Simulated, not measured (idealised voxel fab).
Process module, titled voxel ribs on slabs
The cross-section on display is named cut; it measures 155 nm wide, and its cells are 5 nm squares.
A cross-section is a grid of square cells, given in bands from the top down. A band is one or more rows of cells.
Band: top height; bottom height; in nm. Then, left to right: material with width in nm, for each material. "everywhere": a single material spanning edge to edge. "empty": empty space.
Where do heights start? At 0: under that level the wafer as delivered is made of one material only. And the lowest band has no floor; it just carries on downward, as in "0 nm and below".
Per-row width for "30 to 40": begins at first number (top row of band), ends at second number (bottom row), increment between rows held constant.
Where a step carries "same as before", the cross-section came out of it unchanged, cell for cell.
What "Unvented cavities" gives you is every empty space of 8 cells or more that is cut off from the top. Each appears as width x height at distance, with the distance taken from the left edge and width, height and distance all in nm.
Where a step's line continues beyond its settings, the continuation is a remark by the simulator itself on that step.
"overlay nm" denotes, for a step that has a mask, the displacement of the mask to the right of its planned place, with negative values corresponding to the left.

This section lists the process steps that were planned:
1 RECEIVE (material Si)
2 DIRECTIONAL_DEP (material SiO2; thk nm 20)
3 DIRECTIONAL_DEP (material SiN; thk nm 20)
4 PATTERN (tone cover; mask id RIB; material resist; width nm 15; thk nm 15; overlay nm 0)
5 DIRECTIONAL_ETCH (etch materials SiN; depth nm 10)
6 STRIP (etch materials resist)
7 MASKED_ETCH (tone cover; mask id SLAB; width nm 75; etch materials SiN; depth nm 10; overlay nm 0)
8 FILL_DEP (material SiO2; thk nm 25)
9 CMP (height nm 60)
10 DIRECTIONAL_DEP (material TiN; thk nm 5)
11 PATTERN (tone cover; mask id HEATER; material resist; width nm 25; thk nm 20; overlay nm 0)
12 DIRECTIONAL_ETCH (etch materials TiN; depth nm 5)
13 STRIP (etch materials resist)
14 CONFORMAL_DEP (material SiN; thk nm 10)

This is the cross-section of the wafer as we received it, i.e. after step 1:
  0 nm and below  Si everywhere
  Unvented cavities: none

End-of-module cross-section of the first of two wafers, processed as planned:
  75 nm to 70 nm  empty (55) | SiN (45) | empty (55)
  70 nm to 65 nm  SiN everywhere
  65 nm to 60 nm  SiN (65) | TiN (25) | SiN (65)
  60 nm to 40 nm  SiO2 everywhere
  40 nm to 30 nm  SiO2 (70) | SiN (15) | SiO2 (70)
  30 nm to 20 nm  SiO2 (40) | SiN (75) | SiO2 (40)
  20 nm to 0 nm  SiO2 everywhere
  0 nm and below  Si everywhere
  Unvented cavities: none

Wafer two (of two), end-of-module cross-section: start = wafer one, plan = wafer one, one run mistake:
  75 nm to 70 nm  empty (55) | SiN (45) | empty (55)
  70 nm to 65 nm  SiN everywhere
  65 nm to 60 nm  SiN (65) | TiN (25) | SiN (65)
  60 nm to 20 nm  SiO2 everywhere
  20 nm to 0 nm  SiN everywhere
  0 nm and below  Si everywhere
  Unvented cavities: none
It is concluded that the wafer was processed incorrectly with respect to the plan, in that the executed order of steps 2 and 3 is the reverse of that specified in the plan, each step having taken the other's position
Upon completion, the second wafer contains, in terms of cells, a greater or smaller amount of certain materials than the first wafer: +88 SiN | -88 SiO2
